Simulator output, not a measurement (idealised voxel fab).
The process module that follows is named voxel self aligned contacts.
The width of the displayed cross-section, cut, is 275 nm; its cells are square, with a size of 5 nm.
A cross-section is written here as square cells arranged in a grid, and it is given in bands from the top down, each band taking up one or more rows of cells. A band entry consists of two parts. The first gives the height of the band's top and the height of its bottom, in nm. The rest lists the band's materials from left to right, each with its width in nm. A single material labelled with the word "all across" fills the band from edge to edge, and the word "blank" marks empty space. Height datum 0, below which the as-received substrate wafer is one material. Lowest band open at the bottom, running downward: "0 -> down". Graded width ("30->40"): value in top row of band = first number; value in bottom row = second number; row-to-row change constant. Step note "no alteration" = no cross-section cell changed. Cavities, closed: empty space of 8 cells or more with no open way to the top, each as width x height at its distance from the left edge, in nm. Whatever follows a step's settings on its line is a remark the simulator itself makes about that step. overlay nm: mask offset rightward from planned place, masked step; negative means leftward offset.

### Process steps foreseen in the plan
- 1: RECEIVE | material Si
- 2: OXIDIZE | depth nm 5
- 3: DIRECTIONAL_DEP | material polySi | thk nm 25
- 4: DIRECTIONAL_DEP | material SiN | thk nm 15
- 5: DIRECTIONAL_DEP | material aC | thk nm 10
- 6: PATTERN | tone cover | mask id GATE | material resist | width nm 35 | pitch nm 65 | thk nm 25 | overlay nm 0
- 7: DIRECTIONAL_ETCH | etch materials aC | depth nm 10
- 8: STRIP | etch materials resist
- 9: DIRECTIONAL_ETCH | etch materials SiN | depth nm 15
- 10: DIRECTIONAL_ETCH | etch materials polySi | depth nm 25
- 11: STRIP | etch materials aC
- 12: CONFORMAL_DEP | material SiN | thk nm 5
- 13: DIRECTIONAL_ETCH | etch materials SiN | depth nm 5
- 14: FILL_DEP | material SiO2 | thk nm 20
- 15: CMP | height nm 50
- 16: DIRECTIONAL_DEP | material aC | thk nm 15
- 17: PATTERN | tone open | mask id CONTACT | material resist | width nm 50 | thk nm 35 | overlay nm 0
- 18: DIRECTIONAL_ETCH | etch materials aC | depth nm 15
- 19: STRIP | etch materials resist
- 20: DIRECTIONAL_ETCH | etch materials SiO2 | depth nm 55
- 21: STRIP | etch materials aC
- 22: CONFORMAL_DEP | material TiN | thk nm 5
- 23: FILL_DEP | material Ru | thk nm 5
- 24: CMP | height nm 50
- 25: CONFORMAL_DEP | material SiN | thk nm 5

### Cross-section, incoming material, after step 1
0 -> down  Si all across
Cavities, closed: none

### Cross-section, end of module. Start: as above. Plan: as above. Execution: one mistake
55 -> 50  SiN all across
50 -> 40  SiO2: 115->130 | Ru: 40->10 | SiO2: 120->135
40 -> 25  SiO2: 80 | SiN: 45 | SiO2: 5 | Ru: 10 | SiO2: 5 | SiN: 45 | SiO2: 85
25 -> 0  SiO2: 80 | SiN: 5 | polySi: 35 | SiN: 5 | SiO2: 5 | Ru: 10 | SiO2: 5 | SiN: 5 | polySi: 35 | SiN: 5 | SiO2: 85
0 -> -5  SiO2 all across
-5 -> down  Si all across
Cavities, closed: none
Want to know what went wrong? note that step 22 departed from the planned setting and was carried out as CONFORMAL_DEP | material SiO2 | thk nm 5
